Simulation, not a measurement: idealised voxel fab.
The process module presented herein is designated voxel ribs on slabs.
The cross-section shown here is cut; it is 260 nm wide and divided into square cells measuring 5 nm on a side.
Think of the cross-section as a grid of square cells. We describe it in bands, top to bottom, and each band covers one or more rows of those cells.
This entry defines a band. It first specifies the height of the band's top and the height of its bottom in nm, and then specifies the band's materials from left to right, stating each material with its width in nm. The word "everywhere" identifies a single material that fills the band from edge to edge, while the word "empty" identifies empty space.
Ref level 0: as-received wafer is one material below here. Bottom band extends down with no lower bound ("0 down").
Quick explanation for "30 to 40": the width changes in equal steps down the rows of cells, from the first number in the band's top row to the second number in its bottom row.
Reading "stayed the same" for a step: not a cell of the cross-section changed in it.
You'll see "Closed internal voids" listing empty spaces that have no way open to the top, as long as they're 8 cells or more; the notation is width x height at distance, where the distance is from the left edge, and all of it is in nm.
If you see something after the settings on a step's line, that's the simulator's own remark about that step.
When a step includes a mask, the "overlay nm" setting on its line states how far to the right of its planned place that mask lay, and negative values state how far to the left.

Listed below are the process steps as planned:
| 1 | RECEIVE (material Si) |
| 2 | DIRECTIONAL_DEP (material SiO2; thk nm 30) |
| 3 | DIRECTIONAL_DEP (material SiN; thk nm 15) |
| 4 | PATTERN (tone cover; mask id RIB; material resist; width nm 25; thk nm 15; overlay nm 0) |
| 5 | DIRECTIONAL_ETCH (etch materials SiN; depth nm 5) |
| 6 | STRIP (etch materials resist) |
| 7 | MASKED_ETCH (tone cover; mask id SLAB; width nm 55; etch materials SiN; depth nm 10; overlay nm 0) |
| 8 | FILL_DEP (material SiO2; thk nm 25) |
| 9 | CMP (height nm 65) |
| 10 | DIRECTIONAL_DEP (material TiN; thk nm 5) |
| 11 | MASKED_ETCH (tone cover; mask id HEATER; width nm 35; etch materials TiN; depth nm 5; overlay nm 0) |
| 12 | CONFORMAL_DEP (material SiO2; thk nm 5) |

First wafer of two (run as planned):

Cross-section: wafer on arrival = after step 1:
  0 down  Si everywhere
  Closed internal voids: none

State of the wafer after step 2, shown in cross-section:
  30 to 0  SiO2 everywhere
  Under the height 0 nothing was changed.

State of the wafer after step 3, shown in cross-section:
  45 to 30  SiN everywhere
  Under the height 30 nothing was changed.

State of the wafer after step 4, shown in cross-section:
  60 to 45  empty=115  resist=25  empty=120
  Under the height 45 nothing was changed.

State of the wafer after step 5, shown in cross-section:
  60 to 45  empty=115  resist=25  empty=120
  45 to 40  empty=115  SiN=25  empty=120
  Under the height 40 nothing was changed.

State of the wafer after step 6, shown in cross-section:
  45 to 40  empty=115  SiN=25  empty=120
  Under the height 40 nothing was changed.

State of the wafer after step 7, shown in cross-section:
  45 to 40  empty=115  SiN=25  empty=120
  40 to 30  empty=100  SiN=55  empty=105
  Under the height 30 nothing was changed.

State of the wafer after step 8, shown in cross-section:
  70 to 45  SiO2 everywhere
  45 to 40  SiO2=115  SiN=25  SiO2=120
  40 to 30  SiO2=100  SiN=55  SiO2=105
  Under the height 30 nothing was changed.

State of the wafer after step 9, shown in cross-section:
  65 to 45  SiO2 everywhere
  Under the height 45 nothing was changed.

State of the wafer after step 10, shown in cross-section:
  70 to 65  TiN everywhere
  Under the height 65 nothing was changed.

State of the wafer after step 11, shown in cross-section:
  70 to 65  empty=110  TiN=35  empty=115
  Under the height 65 nothing was changed.

State of the wafer after step 12, shown in cross-section:
  75 to 70  empty=105  SiO2=45  empty=110
  70 to 65  SiO2=110  TiN=35  SiO2=115
  Under the height 65 nothing was changed.

Okay, second wafer. Nothing different at the start, nothing different in the plan, just one mistake somewhere in the running. As far as step 1, counting that step, it's the first wafer all over again:

Second wafer shown in cross-section at the time step 2 was slated to end:
  15 to 0  SiN everywhere
  Under the height 0 nothing was changed.

Second wafer shown in cross-section at the time step 3 was slated to end:
  45 to 15  SiO2 everywhere
  Under the height 15 nothing was changed.

Second wafer shown in cross-section at the time step 4 was slated to end:
  60 to 45  empty=115  resist=25  empty=120
  Under the height 45 nothing was changed.

Second wafer shown in cross-section at the time step 5 was slated to end: stayed the same

Second wafer shown in cross-section at the time step 6 was slated to end:
  45 to 15  SiO2 everywhere
  Under the height 15 nothing was changed.

Second wafer shown in cross-section at the time step 7 was slated to end: stayed the same

Second wafer shown in cross-section at the time step 8 was slated to end:
  70 to 15  SiO2 everywhere
  Under the height 15 nothing was changed.

Second wafer shown in cross-section at the time step 9 was slated to end:
  65 to 15  SiO2 everywhere
  Under the height 15 nothing was changed.

Second wafer shown in cross-section at the time step 10 was slated to end:
  70 to 65  TiN everywhere
  Under the height 65 nothing was changed.

Second wafer shown in cross-section at the time step 11 was slated to end:
  70 to 65  empty=110  TiN=35  empty=115
  Under the height 65 nothing was changed.

Second wafer shown in cross-section at the time step 12 was slated to end:
  75 to 70  empty=105  SiO2=45  empty=110
  70 to 65  SiO2=110  TiN=35  SiO2=115
  Under the height 65 nothing was changed.
Nonconformance to the process plan: steps 2 and 3 swapped
Heads up, by the end the second wafer has more or fewer cells of some materials compared to the first: 129 more of SiN | 129 fewer of SiO2
